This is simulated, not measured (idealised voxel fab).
process module | voxel transistor to metal
cross-section cut | 155 nm wide | cells 5 nm
A cross-section is a grid of square cells, given in bands from the top down. A band is one or more rows of cells.
Each band's line starts with the height of the band's top and of its bottom, in nm. Then come its materials from left to right, each with its width in nm. One material with "throughout" fills the band from edge to edge. "air" is empty space.
Height 0 is the level under which the wafer as received is all one material. The lowest band goes on downwards, as in "0 down".
A width such as "30 to 40" changes by the same amount from each row of cells to the next, from the band's top row to its bottom row.
"no change" after a step means that no cell of the cross-section changed.
closed voids: empty space of 8 cells or more with no open way to the top, each as width x height at its distance from the left edge, in nm
after a step's settings: what the simulator itself notes on the step
overlay nm, on a step with a mask: how far to the right of its planned place the mask lay; to the left if negative
plan
1 op RECEIVE | material Si
2 op OXIDIZE | depth nm 5
3 op CONFORMAL_DEP | material SiN | thk nm 10
4 op MASKED_ETCH | tone cover | mask id ACTIVE | width nm 105 | etch materials SiN | depth nm 10 | overlay nm 0
5 op MASKED_ETCH | tone cover | mask id ACTIVE | width nm 105 | etch materials SiO2 | depth nm 5 | overlay nm 0
6 op MASKED_ETCH | tone cover | mask id ACTIVE | width nm 105 | etch materials Si | depth nm 25 | overlay nm 0
7 op OXIDIZE | depth nm 5
8 op FILL_DEP | material SiO2 | thk nm 5
9 op CMP | height nm 10
10 op SELECTIVE_ETCH | etch materials SiO2 | depth nm 10
11 op STRIP | etch materials SiN
12 op SELECTIVE_ETCH | etch materials SiO2 | depth nm 5
13 op OXIDIZE | depth nm 5
14 op DIRECTIONAL_DEP | material polySi | thk nm 30
15 op DIRECTIONAL_DEP | material SiCN | thk nm 15
16 op DIRECTIONAL_DEP | material aC | thk nm 15
17 op PATTERN | tone cover | mask id GATE | material resist | width nm 25 | thk nm 30 | overlay nm 0
18 op DIRECTIONAL_ETCH | etch materials aC | depth nm 15
19 op STRIP | etch materials resist
20 op DIRECTIONAL_ETCH | etch materials SiCN | depth nm 25
21 op DIRECTIONAL_ETCH | etch materials polySi | depth nm 40
22 op STRIP | etch materials aC
23 op CONFORMAL_DEP | material SiO2 | thk nm 5
24 op DIRECTIONAL_ETCH | etch materials SiO2 | depth nm 5
25 op CONFORMAL_DEP | material SiN | thk nm 5
26 op DIRECTIONAL_ETCH | etch materials SiN | depth nm 5
27 op DIRECTIONAL_ETCH | etch materials SiO2 | depth nm 5
28 op EPI | material nSi | thk nm 5
29 op FILL_DEP | material SiO2 | thk nm 10
30 op CMP | height nm 25
31 op STRIP | etch materials polySi
32 op SELECTIVE_ETCH | etch materials SiO2 | depth nm 5
33 op CONFORMAL_DEP | material HfO2 | thk nm 5
34 op CONFORMAL_DEP | material TiN | thk nm 5
35 op FILL_DEP | material W | thk nm 5
36 op CMP | height nm 20
37 op DIRECTIONAL_DEP | material SiO2 | thk nm 15
38 op DIRECTIONAL_DEP | material aC | thk nm 15
39 op PATTERN | tone open | mask id CONTACT | material resist | width nm 20 | pitch nm 75 | thk nm 35 | overlay nm 0
40 op DIRECTIONAL_ETCH | etch materials aC | depth nm 15
41 op STRIP | etch materials resist
42 op DIRECTIONAL_ETCH | etch materials SiO2 | depth nm 40
43 op STRIP | etch materials aC
44 op CONFORMAL_DEP | material TiN | thk nm 5
45 op FILL_DEP | material W | thk nm 5
46 op CMP | height nm 35
47 op CONFORMAL_DEP | material SiCN | thk nm 5
48 op DIRECTIONAL_DEP | material lowk | thk nm 25
49 op PATTERN | tone open | mask id METAL_1 | material resist | width nm 20 | pitch nm 75 | thk nm 20 | overlay nm 0
50 op DIRECTIONAL_ETCH | etch materials lowk | depth nm 25
51 op DIRECTIONAL_ETCH | etch materials SiCN | depth nm 5
52 op STRIP | etch materials resist
53 op CONFORMAL_DEP | material TiN | thk nm 5
54 op FILL_DEP | material Ru | thk nm 5
55 op CMP | height nm 65
56 op EPI | material Ru | thk nm 5
57 op FILL_DEP | material SiCN | thk nm 5
58 op DIRECTIONAL_DEP | material SiO2 | thk nm 30
59 op PATTERN | tone open | mask id METAL_2_HOLES | material resist | width nm 15 | pitch nm 75 | thk nm 15 | overlay nm 0
60 op DIRECTIONAL_ETCH | etch materials SiO2 | depth nm 30
61 op STRIP | etch materials resist
62 op DIRECTIONAL_DEP | material aC | thk nm 10
63 op PATTERN | tone open | mask id METAL_2 | material resist | width nm 20 | pitch nm 75 | thk nm 25 | overlay nm 0
64 op DIRECTIONAL_ETCH | etch materials aC | depth nm 10
65 op STRIP | etch materials resist
66 op DIRECTIONAL_ETCH | etch materials SiO2 | depth nm 15
67 op DIRECTIONAL_ETCH | etch materials SiCN | depth nm 5
68 op STRIP | etch materials aC
69 op CONFORMAL_DEP | material TiN | thk nm 5
70 op FILL_DEP | material Cu | thk nm 10
71 op CMP | height nm 105
72 op CONFORMAL_DEP | material SiCN | thk nm 5
first wafer, as planned
as received, after step 1
  0 down: Si throughout
  closed voids: none
after step 2
  0 to -5: SiO2 throughout
  below -5: unchanged
after step 3
  10 to 0: SiN throughout
  below 0: unchanged
after step 4
  10 to 0: air 25 | SiN 105 | air 25
  below 0: unchanged
after step 5
  10 to 0: air 25 | SiN 105 | air 25
  0 to -5: air 25 | SiO2 105 | air 25
  below -5: unchanged
after step 6
  10 to 0: air 25 | SiN 105 | air 25
  0 to -5: air 25 | SiO2 105 | air 25
  -5 to -30: air 25 | Si 105 | air 25
  below -30: unchanged
after step 7
  10 to 0: air 25 | SiN 105 | air 25
  0 to -5: air 25 | SiO2 105 | air 25
  -5 to -30: air 25 | SiO2 5 | Si 95 | SiO2 5 | air 25
  -30 to -35: SiO2 30 | Si 95 | SiO2 30
  below -35: unchanged
after step 8
  15 to 10: SiO2 throughout
  10 to 0: SiO2 25 | SiN 105 | SiO2 25
  0 to -5: SiO2 throughout
  -5 to -35: SiO2 30 | Si 95 | SiO2 30
  below -35: unchanged
after step 9
  10 to 0: SiO2 25 | SiN 105 | SiO2 25
  below 0: unchanged
after step 10
  10 to 0: air 25 | SiN 105 | air 25
  below 0: unchanged
after step 11
  0 to -5: SiO2 throughout
  below -5: unchanged
after step 12
  -5 to -35: SiO2 30 | Si 95 | SiO2 30
  below -35: unchanged
after step 13
  -5 to -10: SiO2 throughout
  below -10: unchanged
after step 14
  25 to -5: polySi throughout
  below -5: unchanged
after step 15
  40 to 25: SiCN throughout
  below 25: unchanged
after step 16
  55 to 40: aC throughout
  below 40: unchanged
after step 17
  85 to 55: air 65 | resist 25 | air 65
  below 55: unchanged
after step 18
  70 to 55: air 65 | resist 25 | air 65
  55 to 40: air 65 | aC 25 | air 65
  below 40: unchanged
after step 19
  55 to 40: air 65 | aC 25 | air 65
  below 40: unchanged
after step 20
  55 to 40: air 65 | aC 25 | air 65
  40 to 25: air 65 | SiCN 25 | air 65
  below 25: unchanged
after step 21
  55 to 40: air 65 | aC 25 | air 65
  40 to 25: air 65 | SiCN 25 | air 65
  25 to -5: air 65 | polySi 25 | air 65
  below -5: unchanged
after step 22
  40 to 25: air 65 | SiCN 25 | air 65
  below 25: unchanged
after step 23
  45 to 40: air 60 | SiO2 35 | air 60
  40 to 25: air 60 | SiO2 5 | SiCN 25 | SiO2 5 | air 60
  25 to 0: air 60 | SiO2 5 | polySi 25 | SiO2 5 | air 60
  0 to -5: SiO2 65 | polySi 25 | SiO2 65
  below -5: unchanged
after step 24
  40 to 25: air 60 | SiO2 5 | SiCN 25 | SiO2 5 | air 60
  25 to -5: air 60 | SiO2 5 | polySi 25 | SiO2 5 | air 60
  below -5: unchanged
after step 25
  45 to 40: air 55 | SiN 45 | air 55
  40 to 25: air 55 | SiN 5 | SiO2 5 | SiCN 25 | SiO2 5 | SiN 5 | air 55
  25 to 0: air 55 | SiN 5 | SiO2 5 | polySi 25 | SiO2 5 | SiN 5 | air 55
  0 to -5: SiN 60 | SiO2 5 | polySi 25 | SiO2 5 | SiN 60
  below -5: unchanged
after step 26
  40 to 25: air 55 | SiN 5 | SiO2 5 | SiCN 25 | SiO2 5 | SiN 5 | air 55
  25 to -5: air 55 | SiN 5 | SiO2 5 | polySi 25 | SiO2 5 | SiN 5 | air 55
  below -5: unchanged
after step 27
  40 to 35: air 55 | SiN 5 | air 5 | SiCN 25 | air 5 | SiN 5 | air 55
  35 to 25: air 55 | SiN 5 | SiO2 5 | SiCN 25 | SiO2 5 | SiN 5 | air 55
  25 to -5: air 55 | SiN 5 | SiO2 5 | polySi 25 | SiO2 5 | SiN 5 | air 55
  -5 to -10: air 55 | SiO2 45 | air 55
  below -10: unchanged
after step 28
  40 to 35: air 55 | SiN 5 | air 5 | SiCN 25 | air 5 | SiN 5 | air 55
  35 to 25: air 55 | SiN 5 | SiO2 5 | SiCN 25 | SiO2 5 | SiN 5 | air 55
  25 to -5: air 55 | SiN 5 | SiO2 5 | polySi 25 | SiO2 5 | SiN 5 | air 55
  -5 to -10: air 25 | nSi 30 | SiO2 45 | nSi 30 | air 25
  below -10: unchanged
after step 29
  50 to 40: SiO2 throughout
  40 to 25: SiO2 55 | SiN 5 | SiO2 5 | SiCN 25 | SiO2 5 | SiN 5 | SiO2 55
  25 to -5: SiO2 55 | SiN 5 | SiO2 5 | polySi 25 | SiO2 5 | SiN 5 | SiO2 55
  -5 to -10: SiO2 25 | nSi 30 | SiO2 45 | nSi 30 | SiO2 25
  below -10: unchanged
after step 30
  25 to -5: SiO2 55 | SiN 5 | SiO2 5 | polySi 25 | SiO2 5 | SiN 5 | SiO2 55
  below -5: unchanged
after step 31
  25 to -5: SiO2 55 | SiN 5 | SiO2 5 | air 25 | SiO2 5 | SiN 5 | SiO2 55
  below -5: unchanged
after step 32
  25 to 20: air 55 | SiN 5 | air 35 | SiN 5 | air 55
  20 to -5: SiO2 55 | SiN 5 | air 35 | SiN 5 | SiO2 55
  -5 to -10: SiO2 25 | nSi 30 | SiO2 5 | air 35 | SiO2 5 | nSi 30 | SiO2 25
  below -10: unchanged
after step 33
  30 to 25: air 50 | HfO2 15 | air 25 | HfO2 15 | air 50
  25 to 20: HfO2 55 | SiN 5 | HfO2 5 | air 25 | HfO2 5 | SiN 5 | HfO2 55
  20 to -5: SiO2 55 | SiN 5 | HfO2 5 | air 25 | HfO2 5 | SiN 5 | SiO2 55
  -5 to -10: SiO2 25 | nSi 30 | SiO2 5 | HfO2 35 | SiO2 5 | nSi 30 | SiO2 25
  below -10: unchanged
after step 34
  35 to 30: air 45 | TiN 25 | air 15 | TiN 25 | air 45
  30 to 25: TiN 50 | HfO2 15 | TiN 5 | air 15 | TiN 5 | HfO2 15 | TiN 50
  25 to 20: HfO2 55 | SiN 5 | HfO2 5 | TiN 5 | air 15 | TiN 5 | HfO2 5 | SiN 5 | HfO2 55
  20 to 0: SiO2 55 | SiN 5 | HfO2 5 | TiN 5 | air 15 | TiN 5 | HfO2 5 | SiN 5 | SiO2 55
  0 to -5: SiO2 55 | SiN 5 | HfO2 5 | TiN 25 | HfO2 5 | SiN 5 | SiO2 55
  below -5: unchanged
after step 35
  40 to 35: W throughout
  35 to 30: W 45 | TiN 25 | W 15 | TiN 25 | W 45
  30 to 25: TiN 50 | HfO2 15 | TiN 5 | W 15 | TiN 5 | HfO2 15 | TiN 50
  25 to 20: HfO2 55 | SiN 5 | HfO2 5 | TiN 5 | W 15 | TiN 5 | HfO2 5 | SiN 5 | HfO2 55
  20 to 0: SiO2 55 | SiN 5 | HfO2 5 | TiN 5 | W 15 | TiN 5 | HfO2 5 | SiN 5 | SiO2 55
  below 0: unchanged
after step 36
  20 to 0: SiO2 55 | SiN 5 | HfO2 5 | TiN 5 | W 15 | TiN 5 | HfO2 5 | SiN 5 | SiO2 55
  below 0: unchanged
after step 37
  35 to 20: SiO2 throughout
  below 20: unchanged
after step 38
  50 to 35: aC throughout
  below 35: unchanged
after step 39
  85 to 50: resist 30 | air 20 | resist 55 | air 20 | resist 30
  below 50: unchanged
after step 40
  70 to 50: resist 30 | air 20 | resist 55 | air 20 | resist 30
  50 to 35: aC 30 | air 20 | aC 55 | air 20 | aC 30
  below 35: unchanged
after step 41
  50 to 35: aC 30 | air 20 | aC 55 | air 20 | aC 30
  below 35: unchanged
after step 42
  50 to 35: aC 30 | air 20 | aC 55 | air 20 | aC 30
  35 to 20: SiO2 30 | air 20 | SiO2 55 | air 20 | SiO2 30
  20 to 0: SiO2 30 | air 20 | SiO2 5 | SiN 5 | HfO2 5 | TiN 5 | W 15 | TiN 5 | HfO2 5 | SiN 5 | SiO2 5 | air 20 | SiO2 30
  0 to -5: SiO2 30 | air 20 | SiO2 5 | SiN 5 | HfO2 5 | TiN 25 | HfO2 5 | SiN 5 | SiO2 5 | air 20 | SiO2 30
  below -5: unchanged
after step 43
  35 to 20: SiO2 30 | air 20 | SiO2 55 | air 20 | SiO2 30
  below 20: unchanged
after step 44
  40 to 35: TiN 35 | air 10 | TiN 65 | air 10 | TiN 35
  35 to 20: SiO2 30 | TiN 5 | air 10 | TiN 5 | SiO2 55 | TiN 5 | air 10 | TiN 5 | SiO2 30
  20 to 0: SiO2 30 | TiN 5 | air 10 | TiN 5 | SiO2 5 | SiN 5 | HfO2 5 | TiN 5 | W 15 | TiN 5 | HfO2 5 | SiN 5 | SiO2 5 | TiN 5 | air 10 | TiN 5 | SiO2 30
  0 to -5: SiO2 30 | TiN 20 | SiO2 5 | SiN 5 | HfO2 5 | TiN 25 | HfO2 5 | SiN 5 | SiO2 5 | TiN 20 | SiO2 30
  below -5: unchanged
after step 45
  45 to 40: W throughout
  40 to 35: TiN 35 | W 10 | TiN 65 | W 10 | TiN 35
  35 to 20: SiO2 30 | TiN 5 | W 10 | TiN 5 | SiO2 55 | TiN 5 | W 10 | TiN 5 | SiO2 30
  20 to 0: SiO2 30 | TiN 5 | W 10 | TiN 5 | SiO2 5 | SiN 5 | HfO2 5 | TiN 5 | W 15 | TiN 5 | HfO2 5 | SiN 5 | SiO2 5 | TiN 5 | W 10 | TiN 5 | SiO2 30
  below 0: unchanged
after step 46
  35 to 20: SiO2 30 | TiN 5 | W 10 | TiN 5 | SiO2 55 | TiN 5 | W 10 | TiN 5 | SiO2 30
  below 20: unchanged
after step 47
  40 to 35: SiCN throughout
  below 35: unchanged
after step 48
  65 to 40: lowk throughout
  below 40: unchanged
after step 49
  85 to 65: resist 30 | air 20 | resist 55 | air 20 | resist 30
  below 65: unchanged
after step 50
  85 to 65: resist 30 | air 20 | resist 55 | air 20 | resist 30
  65 to 40: lowk 30 | air 20 | lowk 55 | air 20 | lowk 30
  below 40: unchanged
after step 51
  85 to 65: resist 30 | air 20 | resist 55 | air 20 | resist 30
  65 to 40: lowk 30 | air 20 | lowk 55 | air 20 | lowk 30
  40 to 35: SiCN 30 | air 20 | SiCN 55 | air 20 | SiCN 30
  below 35: unchanged
after step 52
  65 to 40: lowk 30 | air 20 | lowk 55 | air 20 | lowk 30
  below 40: unchanged
after step 53
  70 to 65: TiN 35 | air 10 | TiN 65 | air 10 | TiN 35
  65 to 40: lowk 30 | TiN 5 | air 10 | TiN 5 | lowk 55 | TiN 5 | air 10 | TiN 5 | lowk 30
  40 to 35: SiCN 30 | TiN 20 | SiCN 55 | TiN 20 | SiCN 30
  below 35: unchanged
after step 54
  75 to 70: Ru throughout
  70 to 65: TiN 35 | Ru 10 | TiN 65 | Ru 10 | TiN 35
  65 to 40: lowk 30 | TiN 5 | Ru 10 | TiN 5 | lowk 55 | TiN 5 | Ru 10 | TiN 5 | lowk 30
  below 40: unchanged
after step 55
  65 to 40: lowk 30 | TiN 5 | Ru 10 | TiN 5 | lowk 55 | TiN 5 | Ru 10 | TiN 5 | lowk 30
  below 40: unchanged
after step 56
  70 to 65: air 25 | Ru 30 | air 45 | Ru 30 | air 25
  below 65: unchanged
after step 57
  75 to 70: SiCN throughout
  70 to 65: SiCN 25 | Ru 30 | SiCN 45 | Ru 30 | SiCN 25
  below 65: unchanged
after step 58
  105 to 75: SiO2 throughout
  below 75: unchanged
after step 59
  120 to 105: resist 30 | air 15 | resist 60 | air 15 | resist 35
  below 105: unchanged
after step 60
  120 to 105: resist 30 | air 15 | resist 60 | air 15 | resist 35
  105 to 75: SiO2 30 | air 15 | SiO2 60 | air 15 | SiO2 35
  below 75: unchanged
after step 61
  105 to 75: SiO2 30 | air 15 | SiO2 60 | air 15 | SiO2 35
  below 75: unchanged
after step 62
  115 to 105: aC 30 | air 15 | aC 60 | air 15 | aC 35
  105 to 85: SiO2 30 | air 15 | SiO2 60 | air 15 | SiO2 35
  85 to 75: SiO2 30 | aC 15 | SiO2 60 | aC 15 | SiO2 35
  below 75: unchanged
after step 63
  140 to 115: resist 30 | air 20 | resist 55 | air 20 | resist 30
  below 115: unchanged
after step 64
  130 to 115: resist 30 | air 20 | resist 55 | air 20 | resist 30
  115 to 105: aC 30 | air 20 | aC 55 | air 20 | aC 30
  105 to 75: SiO2 30 | air 15 | SiO2 60 | air 15 | SiO2 35
  below 75: unchanged
after step 65
  115 to 105: aC 30 | air 20 | aC 55 | air 20 | aC 30
  below 105: unchanged
after step 66
  115 to 105: aC 30 | air 20 | aC 55 | air 20 | aC 30
  105 to 90: SiO2 30 | air 20 | SiO2 55 | air 20 | SiO2 30
  below 90: unchanged
after step 67
  115 to 105: aC 30 | air 20 | aC 55 | air 20 | aC 30
  105 to 90: SiO2 30 | air 20 | SiO2 55 | air 20 | SiO2 30
  90 to 75: SiO2 30 | air 15 | SiO2 60 | air 15 | SiO2 35
  75 to 70: SiCN 30 | air 15 | SiCN 60 | air 15 | SiCN 35
  below 70: unchanged
after step 68
  105 to 90: SiO2 30 | air 20 | SiO2 55 | air 20 | SiO2 30
  below 90: unchanged
after step 69
  110 to 105: TiN 35 | air 10 | TiN 65 | air 10 | TiN 35
  105 to 95: SiO2 30 | TiN 5 | air 10 | TiN 5 | SiO2 55 | TiN 5 | air 10 | TiN 5 | SiO2 30
  95 to 90: SiO2 30 | TiN 5 | air 5 | TiN 10 | SiO2 55 | TiN 5 | air 5 | TiN 10 | SiO2 30
  90 to 75: SiO2 30 | TiN 5 | air 5 | TiN 5 | SiO2 60 | TiN 5 | air 5 | TiN 5 | SiO2 35
  75 to 70: SiCN 30 | TiN 15 | SiCN 60 | TiN 15 | SiCN 35
  below 70: unchanged
after step 70
  120 to 110: Cu throughout
  110 to 105: TiN 35 | Cu 10 | TiN 65 | Cu 10 | TiN 35
  105 to 95: SiO2 30 | TiN 5 | Cu 10 | TiN 5 | SiO2 55 | TiN 5 | Cu 10 | TiN 5 | SiO2 30
  95 to 90: SiO2 30 | TiN 5 | Cu 5 | TiN 10 | SiO2 55 | TiN 5 | Cu 5 | TiN 10 | SiO2 30
  90 to 75: SiO2 30 | TiN 5 | Cu 5 | TiN 5 | SiO2 60 | TiN 5 | Cu 5 | TiN 5 | SiO2 35
  below 75: unchanged
after step 71
  105 to 95: SiO2 30 | TiN 5 | Cu 10 | TiN 5 | SiO2 55 | TiN 5 | Cu 10 | TiN 5 | SiO2 30
  below 95: unchanged
after step 72
  110 to 105: SiCN throughout
  below 105: unchanged
second wafer: like start, like plan, one mistake. Through step 38 it matches the first wafer
when step 39 should have ended
  85 to 50: resist 25 | air 30 | resist 45 | air 30 | resist 25
  below 50: unchanged
when step 40 should have ended
  70 to 50: resist 25 | air 30 | resist 45 | air 30 | resist 25
  50 to 35: aC 25 | air 30 | aC 45 | air 30 | aC 25
  below 35: unchanged
when step 41 should have ended
  50 to 35: aC 25 | air 30 | aC 45 | air 30 | aC 25
  below 35: unchanged
when step 42 should have ended
  50 to 35: aC 25 | air 30 | aC 45 | air 30 | aC 25
  35 to 20: SiO2 25 | air 30 | SiO2 45 | air 30 | SiO2 25
  20 to 0: SiO2 25 | air 30 | SiN 5 | HfO2 5 | TiN 5 | W 15 | TiN 5 | HfO2 5 | SiN 5 | air 30 | SiO2 25
  0 to -5: SiO2 25 | air 30 | SiN 5 | HfO2 5 | TiN 25 | HfO2 5 | SiN 5 | air 30 | SiO2 25
  below -5: unchanged
when step 43 should have ended
  35 to 20: SiO2 25 | air 30 | SiO2 45 | air 30 | SiO2 25
  below 20: unchanged
when step 44 should have ended
  40 to 35: TiN 30 | air 20 | TiN 55 | air 20 | TiN 30
  35 to 20: SiO2 25 | TiN 5 | air 20 | TiN 5 | SiO2 45 | TiN 5 | air 20 | TiN 5 | SiO2 25
  20 to 0: SiO2 25 | TiN 5 | air 20 | TiN 5 | SiN 5 | HfO2 5 | TiN 5 | W 15 | TiN 5 | HfO2 5 | SiN 5 | TiN 5 | air 20 | TiN 5 | SiO2 25
  0 to -5: SiO2 25 | TiN 30 | SiN 5 | HfO2 5 | TiN 25 | HfO2 5 | SiN 5 | TiN 30 | SiO2 25
  below -5: unchanged
when step 45 should have ended
  45 to 40: W throughout
  40 to 35: TiN 30 | W 20 | TiN 55 | W 20 | TiN 30
  35 to 20: SiO2 25 | TiN 5 | W 20 | TiN 5 | SiO2 45 | TiN 5 | W 20 | TiN 5 | SiO2 25
  20 to 0: SiO2 25 | TiN 5 | W 20 | TiN 5 | SiN 5 | HfO2 5 | TiN 5 | W 15 | TiN 5 | HfO2 5 | SiN 5 | TiN 5 | W 20 | TiN 5 | SiO2 25
  below 0: unchanged
when step 46 should have ended
  35 to 20: SiO2 25 | TiN 5 | W 20 | TiN 5 | SiO2 45 | TiN 5 | W 20 | TiN 5 | SiO2 25
  below 20: unchanged
when step 47 should have ended
  40 to 35: SiCN throughout
  below 35: unchanged
when step 48 should have ended
  65 to 40: lowk throughout
  below 40: unchanged
when step 49 should have ended
  85 to 65: resist 30 | air 20 | resist 55 | air 20 | resist 30
  below 65: unchanged
when step 50 should have ended
  85 to 65: resist 30 | air 20 | resist 55 | air 20 | resist 30
  65 to 40: lowk 30 | air 20 | lowk 55 | air 20 | lowk 30
  below 40: unchanged
when step 51 should have ended
  85 to 65: resist 30 | air 20 | resist 55 | air 20 | resist 30
  65 to 40: lowk 30 | air 20 | lowk 55 | air 20 | lowk 30
  40 to 35: SiCN 30 | air 20 | SiCN 55 | air 20 | SiCN 30
  below 35: unchanged
when step 52 should have ended
  65 to 40: lowk 30 | air 20 | lowk 55 | air 20 | lowk 30
  below 40: unchanged
when step 53 should have ended
  70 to 65: TiN 35 | air 10 | TiN 65 | air 10 | TiN 35
  65 to 40: lowk 30 | TiN 5 | air 10 | TiN 5 | lowk 55 | TiN 5 | air 10 | TiN 5 | lowk 30
  40 to 35: SiCN 30 | TiN 20 | SiCN 55 | TiN 20 | SiCN 30
  below 35: unchanged
when step 54 should have ended
  75 to 70: Ru throughout
  70 to 65: TiN 35 | Ru 10 | TiN 65 | Ru 10 | TiN 35
  65 to 40: lowk 30 | TiN 5 | Ru 10 | TiN 5 | lowk 55 | TiN 5 | Ru 10 | TiN 5 | lowk 30
  below 40: unchanged
when step 55 should have ended
  65 to 40: lowk 30 | TiN 5 | Ru 10 | TiN 5 | lowk 55 | TiN 5 | Ru 10 | TiN 5 | lowk 30
  below 40: unchanged
when step 56 should have ended
  70 to 65: air 25 | Ru 30 | air 45 | Ru 30 | air 25
  below 65: unchanged
when step 57 should have ended
  75 to 70: SiCN throughout
  70 to 65: SiCN 25 | Ru 30 | SiCN 45 | Ru 30 | SiCN 25
  below 65: unchanged
when step 58 should have ended
  105 to 75: SiO2 throughout
  below 75: unchanged
when step 59 should have ended
  120 to 105: resist 30 | air 15 | resist 60 | air 15 | resist 35
  below 105: unchanged
when step 60 should have ended
  120 to 105: resist 30 | air 15 | resist 60 | air 15 | resist 35
  105 to 75: SiO2 30 | air 15 | SiO2 60 | air 15 | SiO2 35
  below 75: unchanged
when step 61 should have ended
  105 to 75: SiO2 30 | air 15 | SiO2 60 | air 15 | SiO2 35
  below 75: unchanged
when step 62 should have ended
  115 to 105: aC 30 | air 15 | aC 60 | air 15 | aC 35
  105 to 85: SiO2 30 | air 15 | SiO2 60 | air 15 | SiO2 35
  85 to 75: SiO2 30 | aC 15 | SiO2 60 | aC 15 | SiO2 35
  below 75: unchanged
when step 63 should have ended
  140 to 115: resist 30 | air 20 | resist 55 | air 20 | resist 30
  below 115: unchanged
when step 64 should have ended
  130 to 115: resist 30 | air 20 | resist 55 | air 20 | resist 30
  115 to 105: aC 30 | air 20 | aC 55 | air 20 | aC 30
  105 to 75: SiO2 30 | air 15 | SiO2 60 | air 15 | SiO2 35
  below 75: unchanged
when step 65 should have ended
  115 to 105: aC 30 | air 20 | aC 55 | air 20 | aC 30
  below 105: unchanged
when step 66 should have ended
  115 to 105: aC 30 | air 20 | aC 55 | air 20 | aC 30
  105 to 90: SiO2 30 | air 20 | SiO2 55 | air 20 | SiO2 30
  below 90: unchanged
when step 67 should have ended
  115 to 105: aC 30 | air 20 | aC 55 | air 20 | aC 30
  105 to 90: SiO2 30 | air 20 | SiO2 55 | air 20 | SiO2 30
  90 to 75: SiO2 30 | air 15 | SiO2 60 | air 15 | SiO2 35
  75 to 70: SiCN 30 | air 15 | SiCN 60 | air 15 | SiCN 35
  below 70: unchanged
when step 68 should have ended
  105 to 90: SiO2 30 | air 20 | SiO2 55 | air 20 | SiO2 30
  below 90: unchanged
when step 69 should have ended
  110 to 105: TiN 35 | air 10 | TiN 65 | air 10 | TiN 35
  105 to 95: SiO2 30 | TiN 5 | air 10 | TiN 5 | SiO2 55 | TiN 5 | air 10 | TiN 5 | SiO2 30
  95 to 90: SiO2 30 | TiN 5 | air 5 | TiN 10 | SiO2 55 | TiN 5 | air 5 | TiN 10 | SiO2 30
  90 to 75: SiO2 30 | TiN 5 | air 5 | TiN 5 | SiO2 60 | TiN 5 | air 5 | TiN 5 | SiO2 35
  75 to 70: SiCN 30 | TiN 15 | SiCN 60 | TiN 15 | SiCN 35
  below 70: unchanged
when step 70 should have ended
  120 to 110: Cu throughout
  110 to 105: TiN 35 | Cu 10 | TiN 65 | Cu 10 | TiN 35
  105 to 95: SiO2 30 | TiN 5 | Cu 10 | TiN 5 | SiO2 55 | TiN 5 | Cu 10 | TiN 5 | SiO2 30
  95 to 90: SiO2 30 | TiN 5 | Cu 5 | TiN 10 | SiO2 55 | TiN 5 | Cu 5 | TiN 10 | SiO2 30
  90 to 75: SiO2 30 | TiN 5 | Cu 5 | TiN 5 | SiO2 60 | TiN 5 | Cu 5 | TiN 5 | SiO2 35
  below 75: unchanged
when step 71 should have ended
  105 to 95: SiO2 30 | TiN 5 | Cu 10 | TiN 5 | SiO2 55 | TiN 5 | Cu 10 | TiN 5 | SiO2 30
  below 95: unchanged
when step 72 should have ended
  110 to 105: SiCN throughout
  below 105: unchanged
what went wrong: step 39 ran as: op PATTERN | tone open | mask id CONTACT | material resist | width nm 30 | pitch nm 75 | thk nm 35 | overlay nm 0
at the end the second wafer has, in cells: 32 fewer of SiO2 | 4 more of TiN | 28 more of W
